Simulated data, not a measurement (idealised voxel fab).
Herein follows the process module entitled voxel local oxidation.
Cross-section cut spans 240 nm and uses square cells 5 nm in size.
Square cells in a grid make up a cross-section in this document, and the grid is given as bands, listed from the top down, each one or more rows of cells. A band entry consists of two parts. The first gives the height of the band's top and the height of its bottom, in nm. The rest lists the band's materials from left to right, each with its width in nm. A single material labelled with the word "edge to edge" fills the band from edge to edge, and the word "blank" marks empty space. Below 0: as-received wafer, all one material; heights counted from there. Lowest band: no bottom, goes on down, written "top 0, no bottom". You'd read "30..40" like this: the band's top row of cells is as wide as the first number, its bottom row is as wide as the second, and going down, every row changes width by the same amount as the row before did. "no change" means the step left every cell of the cross-section as it was. The label "Enclosed void listing" introduces a list of the empty spaces, 8 cells or larger, that have no open way up to the top; each entry in it reads width x height at distance, where the distance is taken from the left edge and all three are stated in nm. Past the settings on a step's line: simulator remark, on that step. Regarding "overlay nm": on a step with a mask, it is the distance the mask lay to the right of its planned place; a negative value places it to the left.
The process steps that were planned are listed below:
1. RECEIVE: material Si
2. OXIDIZE: depth nm 5
3. CONFORMAL_DEP: material SiN, thk nm 10
4. DIRECTIONAL_DEP: material aC, thk nm 15
5. PATTERN: tone cover, mask id ACTIVE, material resist, width nm 100, thk nm 35, overlay nm 0
6. DIRECTIONAL_ETCH: etch materials aC, depth nm 15
7. STRIP: etch materials resist
8. DIRECTIONAL_ETCH: etch materials SiN, depth nm 10
9. STRIP: etch materials aC
10. SELECTIVE_ETCH: etch materials SiO2, depth nm 5
11. OXIDIZE: depth nm 15
12. STRIP: etch materials SiN
Cross-section, incoming material, after step 1:
> top 0, no bottom  Si edge to edge
> Enclosed void listing: none
End-of-module cross-section of the first of two wafers, processed as planned:
> top 0, bottom -5  blank 75 nm  SiO2 90 nm  blank 75 nm
> top -5, bottom -20  SiO2 90 nm  Si 60 nm  SiO2 90 nm
> top -20, no bottom  Si edge to edge
> Enclosed void listing: none
End of module, second wafer, cross-section. Started like the first, planned like the first, run with one mistake:
> top 0, bottom -5  blank 85 nm  SiO2 90 nm  blank 65 nm
> top -5, bottom -20  SiO2 100 nm  Si 60 nm  SiO2 80 nm
> top -20, no bottom  Si edge to edge
> Enclosed void listing: none
Which mistake was made when the wafer was run? step 5 deviated from plan and actually ran as PATTERN: tone cover, mask id ACTIVE, material resist, width nm 100, thk nm 35, overlay nm 10
at the end the second wafer has, in cells: as many of each material as the first, in other places
